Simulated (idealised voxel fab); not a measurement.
The following is a process module called voxel fin reveal.
The cross-section shown here is cut; it is 160 nm wide and divided into square cells measuring 5 nm on a side.
This document writes a cross-section as a grid whose cells are square, and gives it as bands, listed from the top down; one or more rows of cells form a band. This entry defines a band. It first specifies the height of the band's top and the height of its bottom in nm, and then specifies the band's materials from left to right, stating each material with its width in nm. The word "full width" identifies a single material that fills the band from edge to edge, while the word "empty" identifies empty space. We count height from 0. Below that, the starting wafer is all one material. The lowest band never ends at the bottom but goes on down; see "0 nm and below" for how that is written. Read "30..40" as a graded width: first number on top, second number at the bottom, same change between each pair of neighbouring rows. Step note "remains unaltered" = no cross-section cell changed. Entry "Closed voids list". Content: empty spaces with no open connection to the top, size 8 cells or greater. Each: width x height at distance. Distance: from left edge. Unit: nm. Step line, after settings: the simulator's comment on this step. The setting "overlay nm" may be written on the line of a step. When the step uses a mask, the value reports how far to the right of the planned place the mask lay, and a negative value reports that it lay to the left.
Process steps (planned):
step 1: RECEIVE,material Si
step 2: CONFORMAL_DEP,material SiN,thk nm 5
step 3: MASKED_ETCH,tone cover,mask id FINS,width nm 15,pitch nm 45,etch materials SiN,depth nm 5,overlay nm 0
step 4: MASKED_ETCH,tone cover,mask id FINS,width nm 15,pitch nm 45,etch materials Si,depth nm 30,overlay nm 0
step 5: OXIDIZE,depth nm 5
step 6: FILL_DEP,material SiO2,thk nm 10
step 7: CMP,height nm 5
step 8: SELECTIVE_ETCH,etch materials SiO2,depth nm 25
step 9: STRIP,etch materials SiN
step 10: CONFORMAL_DEP,material SiO2,thk nm 5
First of the two wafers, run per plan:
Cross-section: wafer on arrival = after step 1:
    0 nm and below: Si full width
    Closed voids list: none
State of the wafer after step 2, shown in cross-section:
    5 nm to 0 nm: SiN full width
    No changes below 0.
State of the wafer after step 3, shown in cross-section:
    5 nm to 0 nm: 50 empty / 15 SiN / 30 empty / 15 SiN / 50 empty
    No changes below 0.
State of the wafer after step 4, shown in cross-section:
    5 nm to 0 nm: 50 empty / 15 SiN / 30 empty / 15 SiN / 50 empty
    0 nm to -30 nm: 50 empty / 15 Si / 30 empty / 15 Si / 50 empty
    No changes below -30.
State of the wafer after step 5, shown in cross-section:
    5 nm to 0 nm: 50 empty / 15 SiN / 30 empty / 15 SiN / 50 empty
    0 nm to -30 nm: 50 empty / 5 SiO2 / 5 Si / 5 SiO2 / 30 empty / 5 SiO2 / 5 Si / 5 SiO2 / 50 empty
    -30 nm to -35 nm: 55 SiO2 / 5 Si / 40 SiO2 / 5 Si / 55 SiO2
    No changes below -35.
State of the wafer after step 6, shown in cross-section:
    15 nm to 5 nm: SiO2 full width
    5 nm to 0 nm: 50 SiO2 / 15 SiN / 30 SiO2 / 15 SiN / 50 SiO2
    0 nm to -35 nm: 55 SiO2 / 5 Si / 40 SiO2 / 5 Si / 55 SiO2
    No changes below -35.
State of the wafer after step 7, shown in cross-section:
    5 nm to 0 nm: 50 SiO2 / 15 SiN / 30 SiO2 / 15 SiN / 50 SiO2
    No changes below 0.
State of the wafer after step 8, shown in cross-section:
    5 nm to 0 nm: 50 empty / 15 SiN / 30 empty / 15 SiN / 50 empty
    0 nm to -20 nm: 55 empty / 5 Si / 40 empty / 5 Si / 55 empty
    No changes below -20.
State of the wafer after step 9, shown in cross-section:
    0 nm to -20 nm: 55 empty / 5 Si / 40 empty / 5 Si / 55 empty
    No changes below -20.
State of the wafer after step 10, shown in cross-section:
    5 nm to 0 nm: 50 empty / 15 SiO2 / 30 empty / 15 SiO2 / 50 empty
    0 nm to -15 nm: 50 empty / 5 SiO2 / 5 Si / 5 SiO2 / 30 empty / 5 SiO2 / 5 Si / 5 SiO2 / 50 empty
    -15 nm to -35 nm: 55 SiO2 / 5 Si / 40 SiO2 / 5 Si / 55 SiO2
    No changes below -35.
Regarding the second of the two wafers: it shared the first wafer's starting condition and process plan, yet one error occurred during its execution. Its history coincides with that of the first wafer up to and including step 3:
Here is the second wafer in cross-section at the point where step 4 of the plan should have been done:
    5 nm to 0 nm: 50 empty / 15 SiN / 30 empty / 15 SiN / 50 empty
    0 nm to -30 nm: 45 empty / 20 Si / 25 empty / 20 Si / 50 empty
    No changes below -30.
Here is the second wafer in cross-section at the point where step 5 of the plan should have been done:
    5 nm to 0 nm: 50 empty / 15 SiN / 30 empty / 15 SiN / 50 empty
    0 nm to -5 nm: 45 empty / 10 SiO2 / 5 Si / 5 SiO2 / 25 empty / 10 SiO2 / 5 Si / 5 SiO2 / 50 empty
    -5 nm to -30 nm: 45 empty / 5 SiO2 / 10 Si / 5 SiO2 / 25 empty / 5 SiO2 / 10 Si / 5 SiO2 / 50 empty
    -30 nm to -35 nm: 50 SiO2 / 10 Si / 35 SiO2 / 10 Si / 55 SiO2
    No changes below -35.
Here is the second wafer in cross-section at the point where step 6 of the plan should have been done:
    15 nm to 5 nm: SiO2 full width
    5 nm to 0 nm: 50 SiO2 / 15 SiN / 30 SiO2 / 15 SiN / 50 SiO2
    0 nm to -5 nm: 55 SiO2 / 5 Si / 40 SiO2 / 5 Si / 55 SiO2
    -5 nm to -35 nm: 50 SiO2 / 10 Si / 35 SiO2 / 10 Si / 55 SiO2
    No changes below -35.
Here is the second wafer in cross-section at the point where step 7 of the plan should have been done:
    5 nm to 0 nm: 50 SiO2 / 15 SiN / 30 SiO2 / 15 SiN / 50 SiO2
    No changes below 0.
Here is the second wafer in cross-section at the point where step 8 of the plan should have been done:
    5 nm to 0 nm: 50 empty / 15 SiN / 30 empty / 15 SiN / 50 empty
    0 nm to -5 nm: 55 empty / 5 Si / 40 empty / 5 Si / 55 empty
    -5 nm to -20 nm: 50 empty / 10 Si / 35 empty / 10 Si / 55 empty
    No changes below -20.
Here is the second wafer in cross-section at the point where step 9 of the plan should have been done:
    0 nm to -5 nm: 55 empty / 5 Si / 40 empty / 5 Si / 55 empty
    No changes below -5.
Here is the second wafer in cross-section at the point where step 10 of the plan should have been done:
    5 nm to 0 nm: 50 empty / 15 SiO2 / 30 empty / 15 SiO2 / 50 empty
    0 nm to -5 nm: 45 empty / 10 SiO2 / 5 Si / 5 SiO2 / 25 empty / 10 SiO2 / 5 Si / 5 SiO2 / 50 empty
    -5 nm to -15 nm: 45 empty / 5 SiO2 / 10 Si / 5 SiO2 / 25 empty / 5 SiO2 / 10 Si / 5 SiO2 / 50 empty
    -15 nm to -35 nm: 50 SiO2 / 10 Si / 35 SiO2 / 10 Si / 55 SiO2
    No changes below -35.
So what did we get wrong on this run? step 4 was not run as planned; what actually ran was MASKED_ETCH,tone cover,mask id FINS,width nm 15,pitch nm 45,etch materials Si,depth nm 30,overlay nm -5
End of process, cell counts, second wafer against first, materials with more or fewer: +12 Si | -6 SiO2
